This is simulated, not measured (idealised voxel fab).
The process module presented herein is designated voxel fin reveal.
Cross-sectional view cut (width: 160 nm; square cell size: 5 nm).
Format of a cross-section: grid, square cells. Given as bands. Order: top down. Band: one or more rows of cells.
Band: top and bottom heights (nm) first, top before bottom; then materials from left to right, widths in nm. "all across" marks a sole material filling the band edge to edge. "empty" denotes empty space.
Height 0 is the level under which the wafer as received is all one material. The lowest band goes on downwards, as in "0 nm and below".
Think of "30 to 40" as a width that walks from the first number to the second as you go down the band, top row to bottom row, taking equal-sized steps from row to row.
Where the words "no alterations made" appear for a step, the cross-section shows no cell changed by that step; every cell remained as before.
"Closed empty spaces" specifies each empty space that is not open to the top and that occupies no fewer than 8 cells, using the form width x height at distance, the distance measured from the left edge and all three quantities in nm.
The remark found on a step's line after its settings is issued by the simulator itself and pertains to that step.
On any step carrying a mask, the "overlay nm" setting, if present on the step's line, tells how far right of its planned place the mask lay; negative values point to the left.

THE FOLLOWING LIST GIVES THE PLANNED PROCESS STEPS
1: RECEIVE [material Si]
2: CONFORMAL_DEP [material SiN] [thk nm 10]
3: DIRECTIONAL_DEP [material aC] [thk nm 15]
4: PATTERN [tone cover] [mask id FINS] [material resist] [width nm 15] [pitch nm 40] [thk nm 35] [overlay nm 0]
5: DIRECTIONAL_ETCH [etch materials aC] [depth nm 15]
6: STRIP [etch materials resist]
7: DIRECTIONAL_ETCH [etch materials SiN] [depth nm 10]
8: DIRECTIONAL_ETCH [etch materials Si] [depth nm 30]
9: STRIP [etch materials aC]
10: FILL_DEP [material SiO2] [thk nm 15]
11: CMP [height nm 10]
12: SELECTIVE_ETCH [etch materials SiO2] [depth nm 25]
13: STRIP [etch materials SiN]
14: CONFORMAL_DEP [material HfO2] [thk nm 5]

CROSS-SECTION: WAFER ON ARRIVAL = AFTER STEP 1
  0 nm and below = Si all across
  Closed empty spaces: none

CROSS-SECTION, FIRST OF TWO WAFERS, END OF MODULE, RUN AS PLANNED
  5 nm to 0 nm = empty 25; HfO2 25; empty 15; HfO2 25; empty 15; HfO2 25; empty 30
  0 nm to -10 nm = empty 25; HfO2 5; Si 15; HfO2 5; empty 15; HfO2 5; Si 15; HfO2 5; empty 15; HfO2 5; Si 15; HfO2 5; empty 30
  -10 nm to -15 nm = HfO2 30; Si 15; HfO2 25; Si 15; HfO2 25; Si 15; HfO2 35
  -15 nm to -30 nm = SiO2 30; Si 15; SiO2 25; Si 15; SiO2 25; Si 15; SiO2 35
  -30 nm and below = Si all across
  Closed empty spaces: none

HERE'S THE SECOND OF OUR TWO WAFERS SECTIONED AT MODULE END. SAME START AS THE FIRST, SAME PLAN, BUT ONE MISTAKE GOT MADE RUNNING IT
  5 nm to 0 nm = empty 35; HfO2 25; empty 15; HfO2 25; empty 15; HfO2 25; empty 20
  0 nm to -10 nm = empty 35; HfO2 5; Si 15; HfO2 5; empty 15; HfO2 5; Si 15; HfO2 5; empty 15; HfO2 5; Si 15; HfO2 5; empty 20
  -10 nm to -15 nm = HfO2 40; Si 15; HfO2 25; Si 15; HfO2 25; Si 15; HfO2 25
  -15 nm to -30 nm = SiO2 40; Si 15; SiO2 25; Si 15; SiO2 25; Si 15; SiO2 25
  -30 nm and below = Si all across
  Closed empty spaces: none
Want to know what went wrong? step 4 off recipe, ran as PATTERN [tone cover] [mask id FINS] [material resist] [width nm 15] [pitch nm 40] [thk nm 35] [overlay nm 10]
at the end the second wafer has, in cells: as many of each material as the first, in other places
